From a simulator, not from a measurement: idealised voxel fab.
The document below concerns the process module designated voxel fin reveal.
We display cut, a cross-section 190 nm in width whose square cells are each 5 nm.
This document writes a cross-section as a grid whose cells are square, and gives it as bands, listed from the top down; one or more rows of cells form a band. In this notation a band is specified by the heights of its top and bottom, in that order and in nm, after which its materials appear from left to right, each paired with its width in nm. The word "throughout" attached to a single material means that material fills the band from edge to edge; the word "air" stands for empty space. Heights are expressed relative to 0, this being the level below which the as-received wafer comprises one material exclusively. The lowest band is unbounded in the downward direction and is denoted as in "0 down". With a width like "30..40", each row of cells in the band differs from the next by the same amount, the top row carrying the first number and the bottom row the second. "no change", as given for a step, is the statement that not any cell of the cross-section underwent a change during that step. You'll see "Closed cavities" listing empty spaces that have no way open to the top, as long as they're 8 cells or more; the notation is width x height at distance, where the distance is from the left edge, and all of it is in nm. Formally, on a step line, whatever follows the settings is a remark that the simulator itself makes on the step. overlay nm, on a step with a mask: how far to the right of its planned place the mask lay; to the left if negative.

The following list gives the planned process steps:
1 op RECEIVE | material Si
2 op CONFORMAL_DEP | material SiN | thk nm 5
3 op MASKED_ETCH | tone cover | mask id FINS | width nm 15 | pitch nm 45 | etch materials SiN | depth nm 5 | overlay nm 0
4 op MASKED_ETCH | tone cover | mask id FINS | width nm 15 | pitch nm 45 | etch materials Si | depth nm 40 | overlay nm 0
5 op FILL_DEP | material SiO2 | thk nm 15
6 op CMP | height nm 5
7 op SELECTIVE_ETCH | etch materials SiO2 | depth nm 35
8 op STRIP | etch materials SiN

Cross-sectional view of the wafer in its as-received condition, corresponding to the state after step 1:
	0 down | Si throughout
	Closed cavities: none

Below is the wafer in cross-section after the module was completed. It began from the starting point shown above and followed the plan shown above, except that one mistake was made while running it:
	0 to -30 | air 65 nm / Si 15 nm / air 30 nm / Si 15 nm / air 65 nm
	-30 to -45 | SiO2 65 nm / Si 15 nm / SiO2 30 nm / Si 15 nm / SiO2 65 nm
	-45 down | Si throughout
	Closed cavities: none
Which mistake was made when the wafer was run? off-plan run, step 4, actual operation and settings op MASKED_ETCH | tone cover | mask id FINS | width nm 15 | pitch nm 45 | etch materials Si | depth nm 45 | overlay nm 0
